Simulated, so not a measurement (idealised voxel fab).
The following process module bears the name voxel self aligned vias.
This is section cut - it's 270 nm across, gridded in 5 nm square cells.
Cross-sections here: square-cell grids, written as top-down lists of bands, a band being one or more rows of cells. Heights first: top, then bottom, in nm. Then materials, left to right, each with a width in nm. "full width" on a single material: fills the band edge to edge. "empty": empty space. Measure heights from 0. That's the level where, below it, the as-received wafer is all one material. The lowest band is bottomless and extends downward; write it as in "top 0, no bottom". A width such as "30->40" changes by the same amount from each row of cells to the next, from the band's top row to its bottom row. Reading "stayed the same" for a step: not a cell of the cross-section changed in it. Closed empty spaces (no open way to the top) of 8 cells or more are what "Closed void register" lists, each as width x height at distance from the left edge, nm for all three. That trailing text on a step's line, after the settings, is the simulator's own remark on the step. When a step includes a mask, the "overlay nm" setting on its line states how far to the right of its planned place that mask lay, and negative values state how far to the left.

-- Below is the list of planned process steps
1) RECEIVE with material Si
2) CONFORMAL_DEP with material SiO2, thk nm 10
3) CONFORMAL_DEP with material SiCN, thk nm 5
4) DIRECTIONAL_DEP with material lowk, thk nm 20
5) MASKED_ETCH with tone open, mask id LINES, width nm 20, pitch nm 70, etch materials lowk, depth nm 20, overlay nm 0
6) CONFORMAL_DEP with material TiN, thk nm 5
7) FILL_DEP with material Ru, thk nm 10
8) CMP with height nm 35
9) SELECTIVE_ETCH with etch materials W Ru TiN, depth nm 5
10) FILL_DEP with material SiN, thk nm 5
11) CMP with height nm 35
12) DIRECTIONAL_DEP with material lowk, thk nm 20
13) DIRECTIONAL_DEP with material aC, thk nm 15
14) PATTERN with tone open, mask id VIAS, material resist, width nm 40, pitch nm 70, thk nm 30, overlay nm 0
15) DIRECTIONAL_ETCH with etch materials aC, depth nm 15
16) STRIP with etch materials resist
17) DIRECTIONAL_ETCH with etch materials lowk, depth nm 20
18) DIRECTIONAL_ETCH with etch materials SiN, depth nm 5
19) STRIP with etch materials aC
20) CONFORMAL_DEP with material TiN, thk nm 5
21) FILL_DEP with material Ru, thk nm 10
22) CMP with height nm 55
23) CONFORMAL_DEP with material SiCN, thk nm 5

-- Cross-section of the wafer upon arrival, representing the state reached after step 1
- top 0, no bottom: Si full width
- Closed void register: none

-- first wafer at the end, as planned
- top 60, bottom 55: SiCN full width
- top 55, bottom 40: lowk (80) / TiN (5) / Ru (30) / TiN (5) / lowk (30) / TiN (5) / Ru (30) / TiN (5) / lowk (80)
- top 40, bottom 35: lowk (80) / TiN (15) / Ru (10) / TiN (15) / lowk (30) / TiN (15) / Ru (10) / TiN (15) / lowk (80)
- top 35, bottom 30: lowk (90) / TiN (20) / lowk (50) / TiN (20) / lowk (90)
- top 30, bottom 20: lowk (90) / TiN (5) / Ru (10) / TiN (5) / lowk (50) / TiN (5) / Ru (10) / TiN (5) / lowk (90)
- top 20, bottom 15: lowk (90) / TiN (20) / lowk (50) / TiN (20) / lowk (90)
- top 15, bottom 10: SiCN full width
- top 10, bottom 0: SiO2 full width
- top 0, no bottom: Si full width
- Closed void register: none

-- Same start, same plan as the first wafer - but one mistake in the run. Cross-section of the second of the two at the end of the module
- top 60, bottom 55: SiCN full width
- top 55, bottom 40: lowk (80) / TiN (5) / Ru (30) / TiN (5) / lowk (30) / TiN (5) / Ru (30) / TiN (5) / lowk (80)
- top 40, bottom 35: lowk (80) / TiN (15) / Ru (10) / TiN (15) / lowk (30) / TiN (15) / Ru (10) / TiN (15) / lowk (80)
- top 35, bottom 30: lowk (90) / TiN (20) / lowk (50) / TiN (20) / lowk (90)
- top 30, bottom 20: lowk (90) / TiN (5) / Ru (10) / TiN (5) / lowk (50) / TiN (5) / Ru (10) / TiN (5) / lowk (90)
- top 20, bottom 15: lowk (90) / TiN (20) / lowk (50) / TiN (20) / lowk (90)
- top 15, bottom 10: SiCN full width
- top 10, bottom 0: aC full width
- top 0, no bottom: Si full width
- Closed void register: none
The mistake made against the process plan was this: contrary to plan, step 2 was performed as CONFORMAL_DEP with material aC, thk nm 10
Materials where the second wafer ends with more or fewer cells than the first: -108 SiO2, +108 aC
